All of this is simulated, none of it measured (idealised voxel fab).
Process module heading - voxel transistor to metal
The cross-section shown here is cut; it is 205 nm wide and divided into square cells measuring 5 nm on a side.
Square cells in a grid make up a cross-section in this document, and the grid is given as bands, listed from the top down, each one or more rows of cells.
Per band: top height and bottom height in nm, followed by the left-to-right materials and their widths in nm; "full width" marks a single material spanning edge to edge, "empty" marks empty space.
We count height from 0. Below that, the starting wafer is all one material. The lowest band never ends at the bottom but goes on down; see "z 0 and below" for how that is written.
Width spec "30 to 40" -> top row of cells at first value, bottom row at second value, equal per-row change in between.
Key: "no change occurred" - step with no changed cell in the cross-section.
"Enclosed void list": sealed empty spaces, 8 cells or more, no open way to top, listed width x height at distance, with distance from the left edge and width, height and distance in nm.
The remark found on a step's line after its settings is issued by the simulator itself and pertains to that step.
When a step includes a mask, the "overlay nm" setting on its line states how far to the right of its planned place that mask lay, and negative values state how far to the left.
**Here's what the planned process steps look like**
1: RECEIVE | material Si
2: OXIDIZE | depth nm 5
3: CONFORMAL_DEP | material SiN | thk nm 15
4: DIRECTIONAL_DEP | material aC | thk nm 10
5: PATTERN | tone cover | mask id ACTIVE | material resist | width nm 105 | thk nm 25 | overlay nm 0
6: DIRECTIONAL_ETCH | etch materials aC | depth nm 10
7: STRIP | etch materials resist
8: DIRECTIONAL_ETCH | etch materials SiN | depth nm 15
9: DIRECTIONAL_ETCH | etch materials SiO2 | depth nm 5
10: DIRECTIONAL_ETCH | etch materials Si | depth nm 35
11: STRIP | etch materials aC
12: FILL_DEP | material SiO2 | thk nm 15
13: CMP | height nm 15
14: SELECTIVE_ETCH | etch materials SiO2 | depth nm 10
15: STRIP | etch materials SiN
16: SELECTIVE_ETCH | etch materials SiO2 | depth nm 5
17: OXIDIZE | depth nm 5
18: DIRECTIONAL_DEP | material polySi | thk nm 20
19: DIRECTIONAL_DEP | material SiCN | thk nm 15
20: MASKED_ETCH | tone cover | mask id GATE | width nm 25 | etch materials SiCN | depth nm 25 | overlay nm 0
21: MASKED_ETCH | tone cover | mask id GATE | width nm 25 | etch materials polySi | depth nm 30 | overlay nm 0
22: CONFORMAL_DEP | material SiN | thk nm 10
23: DIRECTIONAL_ETCH | etch materials SiN | depth nm 10
24: DIRECTIONAL_ETCH | etch materials SiO2 | depth nm 5
25: DIRECTIONAL_ETCH | etch materials Si | depth nm 15
26: EPI | material pSi | thk nm 15
27: FILL_DEP | material SiO2 | thk nm 10
28: CMP | height nm 15
29: STRIP | etch materials polySi
30: SELECTIVE_ETCH | etch materials SiO2 | depth nm 5
31: CONFORMAL_DEP | material HfO2 | thk nm 5
32: CONFORMAL_DEP | material TiN | thk nm 5
33: FILL_DEP | material W | thk nm 5
34: CMP | height nm 10
35: DIRECTIONAL_DEP | material SiO2 | thk nm 15
36: MASKED_ETCH | tone open | mask id CONTACT | width nm 15 | pitch nm 80 | etch materials SiO2 | depth nm 20 | overlay nm 0
37: CONFORMAL_DEP | material TiN | thk nm 5
38: FILL_DEP | material W | thk nm 5
39: CMP | height nm 25
40: CONFORMAL_DEP | material SiCN | thk nm 5
41: DIRECTIONAL_DEP | material SiO2 | thk nm 25
42: DIRECTIONAL_DEP | material aC | thk nm 10
43: PATTERN | tone open | mask id METAL_1 | material resist | width nm 15 | pitch nm 80 | thk nm 30 | overlay nm 0
44: DIRECTIONAL_ETCH | etch materials aC | depth nm 10
45: STRIP | etch materials resist
46: DIRECTIONAL_ETCH | etch materials SiO2 | depth nm 25
47: DIRECTIONAL_ETCH | etch materials SiCN | depth nm 5
48: STRIP | etch materials aC
49: CONFORMAL_DEP | material TiN | thk nm 5
50: FILL_DEP | material W | thk nm 5
51: CMP | height nm 55
52: EPI | material Ru | thk nm 5
53: FILL_DEP | material SiCN | thk nm 5
**Of two wafers, the first: run according to plan**
**Received-state cross-section, reflecting completion of step 1**
    z 0 and below: Si full width
    Enclosed void list: none
**Cross-section of the wafer subsequent to step 2**
    z 0 to -5: SiO2 full width
    Rest of section, below -5: as before.
**Cross-section of the wafer subsequent to step 3**
    z 15 to 0: SiN full width
    Rest of section, below 0: as before.
**Cross-section of the wafer subsequent to step 4**
    z 25 to 15: aC full width
    Rest of section, below 15: as before.
**Cross-section of the wafer subsequent to step 5**
    z 50 to 25: empty (50)  resist (105)  empty (50)
    Rest of section, below 25: as before.
**Cross-section of the wafer subsequent to step 6**
    z 40 to 25: empty (50)  resist (105)  empty (50)
    z 25 to 15: empty (50)  aC (105)  empty (50)
    Rest of section, below 15: as before.
**Cross-section of the wafer subsequent to step 7**
    z 25 to 15: empty (50)  aC (105)  empty (50)
    Rest of section, below 15: as before.
**Cross-section of the wafer subsequent to step 8**
    z 25 to 15: empty (50)  aC (105)  empty (50)
    z 15 to 0: empty (50)  SiN (105)  empty (50)
    Rest of section, below 0: as before.
**Cross-section of the wafer subsequent to step 9**
    z 25 to 15: empty (50)  aC (105)  empty (50)
    z 15 to 0: empty (50)  SiN (105)  empty (50)
    z 0 to -5: empty (50)  SiO2 (105)  empty (50)
    Rest of section, below -5: as before.
**Cross-section of the wafer subsequent to step 10**
    z 25 to 15: empty (50)  aC (105)  empty (50)
    z 15 to 0: empty (50)  SiN (105)  empty (50)
    z 0 to -5: empty (50)  SiO2 (105)  empty (50)
    z -5 to -40: empty (50)  Si (105)  empty (50)
    Rest of section, below -40: as before.
**Cross-section of the wafer subsequent to step 11**
    z 15 to 0: empty (50)  SiN (105)  empty (50)
    Rest of section, below 0: as before.
**Cross-section of the wafer subsequent to step 12**
    z 30 to 15: SiO2 full width
    z 15 to 0: SiO2 (50)  SiN (105)  SiO2 (50)
    z 0 to -5: SiO2 full width
    z -5 to -40: SiO2 (50)  Si (105)  SiO2 (50)
    Rest of section, below -40: as before.
**Cross-section of the wafer subsequent to step 13**
    z 15 to 0: SiO2 (50)  SiN (105)  SiO2 (50)
    Rest of section, below 0: as before.
**Cross-section of the wafer subsequent to step 14**
    z 15 to 5: empty (50)  SiN (105)  empty (50)
    Rest of section, below 5: as before.
**Cross-section of the wafer subsequent to step 15**
    z 5 to 0: SiO2 (50)  empty (105)  SiO2 (50)
    Rest of section, below 0: as before.
**Cross-section of the wafer subsequent to step 16**
    z 0 to -5: SiO2 (45)  empty (115)  SiO2 (45)
    Rest of section, below -5: as before.
**Cross-section of the wafer subsequent to step 17**
    z 0 to -5: SiO2 (45)  empty (115)  SiO2 (45)
    z -5 to -10: SiO2 full width
    Rest of section, below -10: as before.
**Cross-section of the wafer subsequent to step 18**
    z 20 to 15: polySi (45)  empty (115)  polySi (45)
    z 15 to 0: polySi full width
    z 0 to -5: SiO2 (45)  polySi (115)  SiO2 (45)
    Rest of section, below -5: as before.
**Cross-section of the wafer subsequent to step 19**
    z 35 to 30: SiCN (45)  empty (115)  SiCN (45)
    z 30 to 20: SiCN full width
    z 20 to 15: polySi (45)  SiCN (115)  polySi (45)
    Rest of section, below 15: as before.
**Cross-section of the wafer subsequent to step 20**
    z 30 to 20: empty (90)  SiCN (25)  empty (90)
    z 20 to 15: polySi (45)  empty (45)  SiCN (25)  empty (45)  polySi (45)
    Rest of section, below 15: as before.
**Cross-section of the wafer subsequent to step 21**
    z 30 to 15: empty (90)  SiCN (25)  empty (90)
    z 15 to 0: empty (90)  polySi (25)  empty (90)
    z 0 to -5: SiO2 (45)  empty (45)  polySi (25)  empty (45)  SiO2 (45)
    Rest of section, below -5: as before.
**Cross-section of the wafer subsequent to step 22**
    z 40 to 30: empty (80)  SiN (45)  empty (80)
    z 30 to 15: empty (80)  SiN (10)  SiCN (25)  SiN (10)  empty (80)
    z 15 to 10: empty (80)  SiN (10)  polySi (25)  SiN (10)  empty (80)
    z 10 to 5: SiN (55)  empty (25)  SiN (10)  polySi (25)  SiN (10)  empty (25)  SiN (55)
    z 5 to 0: SiN (90)  polySi (25)  SiN (90)
    z 0 to -5: SiO2 (45)  SiN (45)  polySi (25)  SiN (45)  SiO2 (45)
    Rest of section, below -5: as before.
**Cross-section of the wafer subsequent to step 23**
    z 30 to 15: empty (80)  SiN (10)  SiCN (25)  SiN (10)  empty (80)
    z 15 to 0: empty (80)  SiN (10)  polySi (25)  SiN (10)  empty (80)
    z 0 to -5: SiO2 (45)  SiN (10)  empty (25)  SiN (10)  polySi (25)  SiN (10)  empty (25)  SiN (10)  SiO2 (45)
    Rest of section, below -5: as before.
**Cross-section of the wafer subsequent to step 24**
    z 30 to 15: empty (80)  SiN (10)  SiCN (25)  SiN (10)  empty (80)
    z 15 to 0: empty (80)  SiN (10)  polySi (25)  SiN (10)  empty (80)
    z 0 to -5: empty (45)  SiN (10)  empty (25)  SiN (10)  polySi (25)  SiN (10)  empty (25)  SiN (10)  empty (45)
    z -5 to -10: SiO2 (55)  empty (25)  SiO2 (45)  empty (25)  SiO2 (55)
    Rest of section, below -10: as before.
**Cross-section of the wafer subsequent to step 25**
    z 30 to 15: empty (80)  SiN (10)  SiCN (25)  SiN (10)  empty (80)
    z 15 to 0: empty (80)  SiN (10)  polySi (25)  SiN (10)  empty (80)
    z 0 to -5: empty (45)  SiN (10)  empty (25)  SiN (10)  polySi (25)  SiN (10)  empty (25)  SiN (10)  empty (45)
    z -5 to -10: SiO2 (55)  empty (25)  SiO2 (45)  empty (25)  SiO2 (55)
    z -10 to -25: SiO2 (50)  Si (5)  empty (25)  Si (45)  empty (25)  Si (5)  SiO2 (50)
    Rest of section, below -25: as before.
**Cross-section of the wafer subsequent to step 26**
    z 30 to 15: empty (80)  SiN (10)  SiCN (25)  SiN (10)  empty (80)
    z 15 to 5: empty (80)  SiN (10)  polySi (25)  SiN (10)  empty (80)
    z 5 to 0: empty (50)  pSi (30)  SiN (10)  polySi (25)  SiN (10)  pSi (30)  empty (50)
    z 0 to -5: empty (45)  SiN (10)  pSi (25)  SiN (10)  polySi (25)  SiN (10)  pSi (25)  SiN (10)  empty (45)
    z -5 to -10: SiO2 (55)  pSi (25)  SiO2 (45)  pSi (25)  SiO2 (55)
    z -10 to -25: SiO2 (50)  Si (5)  pSi (25)  Si (45)  pSi (25)  Si (5)  SiO2 (50)
    Rest of section, below -25: as before.
**Cross-section of the wafer subsequent to step 27**
    z 40 to 30: SiO2 full width
    z 30 to 15: SiO2 (80)  SiN (10)  SiCN (25)  SiN (10)  SiO2 (80)
    z 15 to 5: SiO2 (80)  SiN (10)  polySi (25)  SiN (10)  SiO2 (80)
    z 5 to 0: SiO2 (50)  pSi (30)  SiN (10)  polySi (25)  SiN (10)  pSi (30)  SiO2 (50)
    z 0 to -5: SiO2 (45)  SiN (10)  pSi (25)  SiN (10)  polySi (25)  SiN (10)  pSi (25)  SiN (10)  SiO2 (45)
    Rest of section, below -5: as before.
**Cross-section of the wafer subsequent to step 28**
    z 15 to 5: SiO2 (80)  SiN (10)  polySi (25)  SiN (10)  SiO2 (80)
    Rest of section, below 5: as before.
**Cross-section of the wafer subsequent to step 29**
    z 15 to 5: SiO2 (80)  SiN (10)  empty (25)  SiN (10)  SiO2 (80)
    z 5 to 0: SiO2 (50)  pSi (30)  SiN (10)  empty (25)  SiN (10)  pSi (30)  SiO2 (50)
    z 0 to -5: SiO2 (45)  SiN (10)  pSi (25)  SiN (10)  empty (25)  SiN (10)  pSi (25)  SiN (10)  SiO2 (45)
    Rest of section, below -5: as before.
**Cross-section of the wafer subsequent to step 30**
    z 15 to 10: empty (80)  SiN (10)  empty (25)  SiN (10)  empty (80)
    z 10 to 5: SiO2 (80)  SiN (10)  empty (25)  SiN (10)  SiO2 (80)
    z 5 to 0: SiO2 (50)  pSi (30)  SiN (10)  empty (25)  SiN (10)  pSi (30)  SiO2 (50)
    z 0 to -5: SiO2 (45)  SiN (10)  pSi (25)  SiN (10)  empty (25)  SiN (10)  pSi (25)  SiN (10)  SiO2 (45)
    z -5 to -10: SiO2 (55)  pSi (25)  SiO2 (5)  empty (35)  SiO2 (5)  pSi (25)  SiO2 (55)
    Rest of section, below -10: as before.
**Cross-section of the wafer subsequent to step 31**
    z 20 to 15: empty (75)  HfO2 (20)  empty (15)  HfO2 (20)  empty (75)
    z 15 to 10: HfO2 (80)  SiN (10)  HfO2 (5)  empty (15)  HfO2 (5)  SiN (10)  HfO2 (80)
    z 10 to 5: SiO2 (80)  SiN (10)  HfO2 (5)  empty (15)  HfO2 (5)  SiN (10)  SiO2 (80)
    z 5 to 0: SiO2 (50)  pSi (30)  SiN (10)  HfO2 (5)  empty (15)  HfO2 (5)  SiN (10)  pSi (30)  SiO2 (50)
    z 0 to -5: SiO2 (45)  SiN (10)  pSi (25)  SiN (10)  HfO2 (5)  empty (15)  HfO2 (5)  SiN (10)  pSi (25)  SiN (10)  SiO2 (45)
    z -5 to -10: SiO2 (55)  pSi (25)  SiO2 (5)  HfO2 (35)  SiO2 (5)  pSi (25)  SiO2 (55)
    Rest of section, below -10: as before.
**Cross-section of the wafer subsequent to step 32**
    z 25 to 20: empty (70)  TiN (30)  empty (5)  TiN (30)  empty (70)
    z 20 to 15: TiN (75)  HfO2 (20)  TiN (5)  empty (5)  TiN (5)  HfO2 (20)  TiN (75)
    z 15 to 10: HfO2 (80)  SiN (10)  HfO2 (5)  TiN (5)  empty (5)  TiN (5)  HfO2 (5)  SiN (10)  HfO2 (80)
    z 10 to 5: SiO2 (80)  SiN (10)  HfO2 (5)  TiN (5)  empty (5)  TiN (5)  HfO2 (5)  SiN (10)  SiO2 (80)
    z 5 to 0: SiO2 (50)  pSi (30)  SiN (10)  HfO2 (5)  TiN (5)  empty (5)  TiN (5)  HfO2 (5)  SiN (10)  pSi (30)  SiO2 (50)
    z 0 to -5: SiO2 (45)  SiN (10)  pSi (25)  SiN (10)  HfO2 (5)  TiN (15)  HfO2 (5)  SiN (10)  pSi (25)  SiN (10)  SiO2 (45)
    Rest of section, below -5: as before.
**Cross-section of the wafer subsequent to step 33**
    z 30 to 25: W full width
    z 25 to 20: W (70)  TiN (30)  W (5)  TiN (30)  W (70)
    z 20 to 15: TiN (75)  HfO2 (20)  TiN (5)  W (5)  TiN (5)  HfO2 (20)  TiN (75)
    z 15 to 10: HfO2 (80)  SiN (10)  HfO2 (5)  TiN (5)  W (5)  TiN (5)  HfO2 (5)  SiN (10)  HfO2 (80)
    z 10 to 5: SiO2 (80)  SiN (10)  HfO2 (5)  TiN (5)  W (5)  TiN (5)  HfO2 (5)  SiN (10)  SiO2 (80)
    z 5 to 0: SiO2 (50)  pSi (30)  SiN (10)  HfO2 (5)  TiN (5)  W (5)  TiN (5)  HfO2 (5)  SiN (10)  pSi (30)  SiO2 (50)
    Rest of section, below 0: as before.
**Cross-section of the wafer subsequent to step 34**
    z 10 to 5: SiO2 (80)  SiN (10)  HfO2 (5)  TiN (5)  W (5)  TiN (5)  HfO2 (5)  SiN (10)  SiO2 (80)
    Rest of section, below 5: as before.
**Cross-section of the wafer subsequent to step 35**
    z 25 to 10: SiO2 full width
    Rest of section, below 10: as before.
**Cross-section of the wafer subsequent to step 36**
    z 25 to 10: SiO2 (55)  empty (15)  SiO2 (65)  empty (15)  SiO2 (55)
    z 10 to 5: SiO2 (55)  empty (15)  SiO2 (10)  SiN (10)  HfO2 (5)  TiN (5)  W (5)  TiN (5)  HfO2 (5)  SiN (10)  SiO2 (10)  empty (15)  SiO2 (55)
    Rest of section, below 5: as before.
**Cross-section of the wafer subsequent to step 37**
    z 30 to 25: TiN (60)  empty (5)  TiN (75)  empty (5)  TiN (60)
    z 25 to 10: SiO2 (55)  TiN (5)  empty (5)  TiN (5)  SiO2 (65)  TiN (5)  empty (5)  TiN (5)  SiO2 (55)
    z 10 to 5: SiO2 (55)  TiN (15)  SiO2 (10)  SiN (10)  HfO2 (5)  TiN (5)  W (5)  TiN (5)  HfO2 (5)  SiN (10)  SiO2 (10)  TiN (15)  SiO2 (55)
    Rest of section, below 5: as before.
**Cross-section of the wafer subsequent to step 38**
    z 35 to 30: W full width
    z 30 to 25: TiN (60)  W (5)  TiN (75)  W (5)  TiN (60)
    z 25 to 10: SiO2 (55)  TiN (5)  W (5)  TiN (5)  SiO2 (65)  TiN (5)  W (5)  TiN (5)  SiO2 (55)
    Rest of section, below 10: as before.
**Cross-section of the wafer subsequent to step 39**
    z 25 to 10: SiO2 (55)  TiN (5)  W (5)  TiN (5)  SiO2 (65)  TiN (5)  W (5)  TiN (5)  SiO2 (55)
    Rest of section, below 10: as before.
**Cross-section of the wafer subsequent to step 40**
    z 30 to 25: SiCN full width
    Rest of section, below 25: as before.
**Cross-section of the wafer subsequent to step 41**
    z 55 to 30: SiO2 full width
    Rest of section, below 30: as before.
**Cross-section of the wafer subsequent to step 42**
    z 65 to 55: aC full width
    Rest of section, below 55: as before.
**Cross-section of the wafer subsequent to step 43**
    z 95 to 65: resist (55)  empty (15)  resist (65)  empty (15)  resist (55)
    Rest of section, below 65: as before.
**Cross-section of the wafer subsequent to step 44**
    z 85 to 65: resist (55)  empty (15)  resist (65)  empty (15)  resist (55)
    z 65 to 55: aC (55)  empty (15)  aC (65)  empty (15)  aC (55)
    Rest of section, below 55: as before.
**Cross-section of the wafer subsequent to step 45**
    z 65 to 55: aC (55)  empty (15)  aC (65)  empty (15)  aC (55)
    Rest of section, below 55: as before.
**Cross-section of the wafer subsequent to step 46**
    z 65 to 55: aC (55)  empty (15)  aC (65)  empty (15)  aC (55)
    z 55 to 30: SiO2 (55)  empty (15)  SiO2 (65)  empty (15)  SiO2 (55)
    Rest of section, below 30: as before.
**Cross-section of the wafer subsequent to step 47**
    z 65 to 55: aC (55)  empty (15)  aC (65)  empty (15)  aC (55)
    z 55 to 30: SiO2 (55)  empty (15)  SiO2 (65)  empty (15)  SiO2 (55)
    z 30 to 25: SiCN (55)  empty (15)  SiCN (65)  empty (15)  SiCN (55)
    Rest of section, below 25: as before.
**Cross-section of the wafer subsequent to step 48**
    z 55 to 30: SiO2 (55)  empty (15)  SiO2 (65)  empty (15)  SiO2 (55)
    Rest of section, below 30: as before.
**Cross-section of the wafer subsequent to step 49**
    z 60 to 55: TiN (60)  empty (5)  TiN (75)  empty (5)  TiN (60)
    z 55 to 30: SiO2 (55)  TiN (5)  empty (5)  TiN (5)  SiO2 (65)  TiN (5)  empty (5)  TiN (5)  SiO2 (55)
    z 30 to 25: SiCN (55)  TiN (15)  SiCN (65)  TiN (15)  SiCN (55)
    Rest of section, below 25: as before.
**Cross-section of the wafer subsequent to step 50**
    z 65 to 60: W full width
    z 60 to 55: TiN (60)  W (5)  TiN (75)  W (5)  TiN (60)
    z 55 to 30: SiO2 (55)  TiN (5)  W (5)  TiN (5)  SiO2 (65)  TiN (5)  W (5)  TiN (5)  SiO2 (55)
    Rest of section, below 30: as before.
**Cross-section of the wafer subsequent to step 51**
    z 55 to 30: SiO2 (55)  TiN (5)  W (5)  TiN (5)  SiO2 (65)  TiN (5)  W (5)  TiN (5)  SiO2 (55)
    Rest of section, below 30: as before.
**Cross-section of the wafer subsequent to step 52**
    z 60 to 55: empty (50)  Ru (25)  empty (55)  Ru (25)  empty (50)
    Rest of section, below 55: as before.
**Cross-section of the wafer subsequent to step 53**
    z 65 to 60: SiCN full width
    z 60 to 55: SiCN (50)  Ru (25)  SiCN (55)  Ru (25)  SiCN (50)
    Rest of section, below 55: as before.
**second wafer: like start, like plan, one mistake. Through step 17 it matches the first wafer**
Second wafer, sectioned view, at step 18's planned end time: no change occurred
**Second wafer, sectioned view, at step 19's planned end time**
    z 15 to 10: SiCN (45)  empty (115)  SiCN (45)
    z 10 to 0: SiCN full width
    z 0 to -5: SiO2 (45)  SiCN (115)  SiO2 (45)
    Rest of section, below -5: as before.
**Second wafer, sectioned view, at step 20's planned end time**
    z 10 to 0: empty (90)  SiCN (25)  empty (90)
    z 0 to -5: SiO2 (45)  empty (45)  SiCN (25)  empty (45)  SiO2 (45)
    Rest of section, below -5: as before.
Second wafer, sectioned view, at step 21's planned end time: no change occurred
**Second wafer, sectioned view, at step 22's planned end time**
    z 20 to 10: empty (80)  SiN (45)  empty (80)
    z 10 to 5: SiN (55)  empty (25)  SiN (10)  SiCN (25)  SiN (10)  empty (25)  SiN (55)
    z 5 to 0: SiN (90)  SiCN (25)  SiN (90)
    z 0 to -5: SiO2 (45)  SiN (45)  SiCN (25)  SiN (45)  SiO2 (45)
    Rest of section, below -5: as before.
**Second wafer, sectioned view, at step 23's planned end time**
    z 10 to 0: empty (80)  SiN (10)  SiCN (25)  SiN (10)  empty (80)
    z 0 to -5: SiO2 (45)  SiN (10)  empty (25)  SiN (10)  SiCN (25)  SiN (10)  empty (25)  SiN (10)  SiO2 (45)
    Rest of section, below -5: as before.
**Second wafer, sectioned view, at step 24's planned end time**
    z 10 to 0: empty (80)  SiN (10)  SiCN (25)  SiN (10)  empty (80)
    z 0 to -5: empty (45)  SiN (10)  empty (25)  SiN (10)  SiCN (25)  SiN (10)  empty (25)  SiN (10)  empty (45)
    z -5 to -10: SiO2 (55)  empty (25)  SiO2 (45)  empty (25)  SiO2 (55)
    Rest of section, below -10: as before.
**Second wafer, sectioned view, at step 25's planned end time**
    z 10 to 0: empty (80)  SiN (10)  SiCN (25)  SiN (10)  empty (80)
    z 0 to -5: empty (45)  SiN (10)  empty (25)  SiN (10)  SiCN (25)  SiN (10)  empty (25)  SiN (10)  empty (45)
    z -5 to -10: SiO2 (55)  empty (25)  SiO2 (45)  empty (25)  SiO2 (55)
    z -10 to -25: SiO2 (50)  Si (5)  empty (25)  Si (45)  empty (25)  Si (5)  SiO2 (50)
    Rest of section, below -25: as before.
**Second wafer, sectioned view, at step 26's planned end time**
    z 10 to 5: empty (80)  SiN (10)  SiCN (25)  SiN (10)  empty (80)
    z 5 to 0: empty (50)  pSi (30)  SiN (10)  SiCN (25)  SiN (10)  pSi (30)  empty (50)
    z 0 to -5: empty (45)  SiN (10)  pSi (25)  SiN (10)  SiCN (25)  SiN (10)  pSi (25)  SiN (10)  empty (45)
    z -5 to -10: SiO2 (55)  pSi (25)  SiO2 (45)  pSi (25)  SiO2 (55)
    z -10 to -25: SiO2 (50)  Si (5)  pSi (25)  Si (45)  pSi (25)  Si (5)  SiO2 (50)
    Rest of section, below -25: as before.
**Second wafer, sectioned view, at step 27's planned end time**
    z 20 to 10: SiO2 full width
    z 10 to 5: SiO2 (80)  SiN (10)  SiCN (25)  SiN (10)  SiO2 (80)
    z 5 to 0: SiO2 (50)  pSi (30)  SiN (10)  SiCN (25)  SiN (10)  pSi (30)  SiO2 (50)
    z 0 to -5: SiO2 (45)  SiN (10)  pSi (25)  SiN (10)  SiCN (25)  SiN (10)  pSi (25)  SiN (10)  SiO2 (45)
    Rest of section, below -5: as before.
**Second wafer, sectioned view, at step 28's planned end time**
    z 15 to 10: SiO2 full width
    Rest of section, below 10: as before.
Second wafer, sectioned view, at step 29's planned end time: no change occurred
**Second wafer, sectioned view, at step 30's planned end time**
    z 10 to 5: SiO2 (80)  SiN (10)  SiCN (25)  SiN (10)  SiO2 (80)
    Rest of section, below 5: as before.
**Second wafer, sectioned view, at step 31's planned end time**
    z 15 to 10: HfO2 full width
    Rest of section, below 10: as before.
**Second wafer, sectioned view, at step 32's planned end time**
    z 20 to 15: TiN full width
    Rest of section, below 15: as before.
**Second wafer, sectioned view, at step 33's planned end time**
    z 25 to 20: W full width
    Rest of section, below 20: as before.
**Second wafer, sectioned view, at step 34's planned end time**
    z 10 to 5: SiO2 (80)  SiN (10)  SiCN (25)  SiN (10)  SiO2 (80)
    Rest of section, below 5: as before.
**Second wafer, sectioned view, at step 35's planned end time**
    z 25 to 10: SiO2 full width
    Rest of section, below 10: as before.
**Second wafer, sectioned view, at step 36's planned end time**
    z 25 to 10: SiO2 (55)  empty (15)  SiO2 (65)  empty (15)  SiO2 (55)
    z 10 to 5: SiO2 (55)  empty (15)  SiO2 (10)  SiN (10)  SiCN (25)  SiN (10)  SiO2 (10)  empty (15)  SiO2 (55)
    Rest of section, below 5: as before.
**Second wafer, sectioned view, at step 37's planned end time**
    z 30 to 25: TiN (60)  empty (5)  TiN (75)  empty (5)  TiN (60)
    z 25 to 10: SiO2 (55)  TiN (5)  empty (5)  TiN (5)  SiO2 (65)  TiN (5)  empty (5)  TiN (5)  SiO2 (55)
    z 10 to 5: SiO2 (55)  TiN (15)  SiO2 (10)  SiN (10)  SiCN (25)  SiN (10)  SiO2 (10)  TiN (15)  SiO2 (55)
    Rest of section, below 5: as before.
**Second wafer, sectioned view, at step 38's planned end time**
    z 35 to 30: W full width
    z 30 to 25: TiN (60)  W (5)  TiN (75)  W (5)  TiN (60)
    z 25 to 10: SiO2 (55)  TiN (5)  W (5)  TiN (5)  SiO2 (65)  TiN (5)  W (5)  TiN (5)  SiO2 (55)
    Rest of section, below 10: as before.
**Second wafer, sectioned view, at step 39's planned end time**
    z 25 to 10: SiO2 (55)  TiN (5)  W (5)  TiN (5)  SiO2 (65)  TiN (5)  W (5)  TiN (5)  SiO2 (55)
    Rest of section, below 10: as before.
**Second wafer, sectioned view, at step 40's planned end time**
    z 30 to 25: SiCN full width
    Rest of section, below 25: as before.
**Second wafer, sectioned view, at step 41's planned end time**
    z 55 to 30: SiO2 full width
    Rest of section, below 30: as before.
**Second wafer, sectioned view, at step 42's planned end time**
    z 65 to 55: aC full width
    Rest of section, below 55: as before.
**Second wafer, sectioned view, at step 43's planned end time**
    z 95 to 65: resist (55)  empty (15)  resist (65)  empty (15)  resist (55)
    Rest of section, below 65: as before.
**Second wafer, sectioned view, at step 44's planned end time**
    z 85 to 65: resist (55)  empty (15)  resist (65)  empty (15)  resist (55)
    z 65 to 55: aC (55)  empty (15)  aC (65)  empty (15)  aC (55)
    Rest of section, below 55: as before.
**Second wafer, sectioned view, at step 45's planned end time**
    z 65 to 55: aC (55)  empty (15)  aC (65)  empty (15)  aC (55)
    Rest of section, below 55: as before.
**Second wafer, sectioned view, at step 46's planned end time**
    z 65 to 55: aC (55)  empty (15)  aC (65)  empty (15)  aC (55)
    z 55 to 30: SiO2 (55)  empty (15)  SiO2 (65)  empty (15)  SiO2 (55)
    Rest of section, below 30: as before.
**Second wafer, sectioned view, at step 47's planned end time**
    z 65 to 55: aC (55)  empty (15)  aC (65)  empty (15)  aC (55)
    z 55 to 30: SiO2 (55)  empty (15)  SiO2 (65)  empty (15)  SiO2 (55)
    z 30 to 25: SiCN (55)  empty (15)  SiCN (65)  empty (15)  SiCN (55)
    Rest of section, below 25: as before.
**Second wafer, sectioned view, at step 48's planned end time**
    z 55 to 30: SiO2 (55)  empty (15)  SiO2 (65)  empty (15)  SiO2 (55)
    Rest of section, below 30: as before.
**Second wafer, sectioned view, at step 49's planned end time**
    z 60 to 55: TiN (60)  empty (5)  TiN (75)  empty (5)  TiN (60)
    z 55 to 30: SiO2 (55)  TiN (5)  empty (5)  TiN (5)  SiO2 (65)  TiN (5)  empty (5)  TiN (5)  SiO2 (55)
    z 30 to 25: SiCN (55)  TiN (15)  SiCN (65)  TiN (15)  SiCN (55)
    Rest of section, below 25: as before.
**Second wafer, sectioned view, at step 50's planned end time**
    z 65 to 60: W full width
    z 60 to 55: TiN (60)  W (5)  TiN (75)  W (5)  TiN (60)
    z 55 to 30: SiO2 (55)  TiN (5)  W (5)  TiN (5)  SiO2 (65)  TiN (5)  W (5)  TiN (5)  SiO2 (55)
    Rest of section, below 30: as before.
**Second wafer, sectioned view, at step 51's planned end time**
    z 55 to 30: SiO2 (55)  TiN (5)  W (5)  TiN (5)  SiO2 (65)  TiN (5)  W (5)  TiN (5)  SiO2 (55)
    Rest of section, below 30: as before.
**Second wafer, sectioned view, at step 52's planned end time**
    z 60 to 55: empty (50)  Ru (25)  empty (55)  Ru (25)  empty (50)
    Rest of section, below 55: as before.
**Second wafer, sectioned view, at step 53's planned end time**
    z 65 to 60: SiCN full width
    z 60 to 55: SiCN (50)  Ru (25)  SiCN (55)  Ru (25)  SiCN (50)
    Rest of section, below 55: as before.
In executing the process, a mistake was made relative to the plan: with respect to the plan, step 18 was omitted and not executed
Final difference in cells, second wafer against first, listed per material as more or fewer: HfO2: 13 fewer; SiCN: 15 more; SiO2: 7 more; TiN: 7 fewer; W: 2 fewer
